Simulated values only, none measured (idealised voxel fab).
You're looking at the process module voxel released beams.
This is section cut - it's 300 nm across, gridded in 5 nm square cells.
Cross-section format: a grid of square cells, given as bands from top to bottom; each band is one or more rows of cells.
Top, bottom (nm), then materials left to right with widths (nm); lone material tagged "everywhere" fills the whole band edge to edge; "air" = empty space.
Basically, 0 is our baseline, since under it the wafer straight out of the box is all one material. The bottom band has no lower end and keeps on going down, so it looks like "from 0 down".
A width such as "30->40" changes by the same amount from each row of cells to the next, from the band's top row to its bottom row.
It should be understood that the words "nothing altered", when stated for a given step, signify that the cross-section underwent no change in any of its cells during that step.
Voids not open to the top, 8 cells minimum: see "Sealed void list". Written width x height at distance; distance is from the left edge; nm.
Whatever follows a step's settings on its line is a remark the simulator itself makes about that step.
"overlay nm" answers the question of how far to the right of plan the mask lay on a step that has a mask, and when it is negative the answer is to the left.

plan
1: RECEIVE,material Si
2: CONFORMAL_DEP,material SiN,thk nm 5
3: DIRECTIONAL_DEP,material SiO2,thk nm 15
4: DIRECTIONAL_DEP,material aC,thk nm 10
5: PATTERN,tone open,mask id ANCHOR,material resist,width nm 30,thk nm 30,overlay nm 0
6: DIRECTIONAL_ETCH,etch materials aC,depth nm 10
7: STRIP,etch materials resist
8: DIRECTIONAL_ETCH,etch materials SiO2,depth nm 15
9: STRIP,etch materials aC
10: CONFORMAL_DEP,material polySi,thk nm 10
11: PATTERN,tone cover,mask id BEAM,material resist,width nm 105,thk nm 15,overlay nm 0
12: DIRECTIONAL_ETCH,etch materials polySi,depth nm 10
13: STRIP,etch materials resist
14: STRIP,etch materials SiO2

As-received wafer cross-section (after step 1)
* from 0 down | Si everywhere
* Sealed void list: none

Module complete - cross-section of the first of two wafers, run according to plan
* from 30 to 20 | air: 95 / polySi: 15 / air: 10 / polySi: 80 / air: 100
* from 20 to 15 | air: 100 / polySi: 10 / air: 10 / polySi: 10 / air: 170
* from 15 to 5 | air: 100 / polySi: 30 / air: 170
* from 5 to 0 | SiN everywhere
* from 0 down | Si everywhere
* Sealed void list: none

Wafer two, end of module, cross-section. Same start, same plan as wafer one. One mistake in the run
* from 30 to 20 | aC: 110 / air: 10 / aC: 180
* from 20 to 15 | SiO2: 100 / aC: 10 / air: 10 / aC: 10 / SiO2: 170
* from 15 to 5 | SiO2: 100 / aC: 30 / SiO2: 170
* from 5 to 0 | SiN everywhere
* from 0 down | Si everywhere
* Sealed void list: none
Against the plan, the run slipped here: rather than as planned, step 10 actually ran as CONFORMAL_DEP,material aC,thk nm 10
Final difference in cells, second wafer against first, listed per material as more or fewer: SiO2: 162 more; aC: 132 more; polySi: 54 fewer
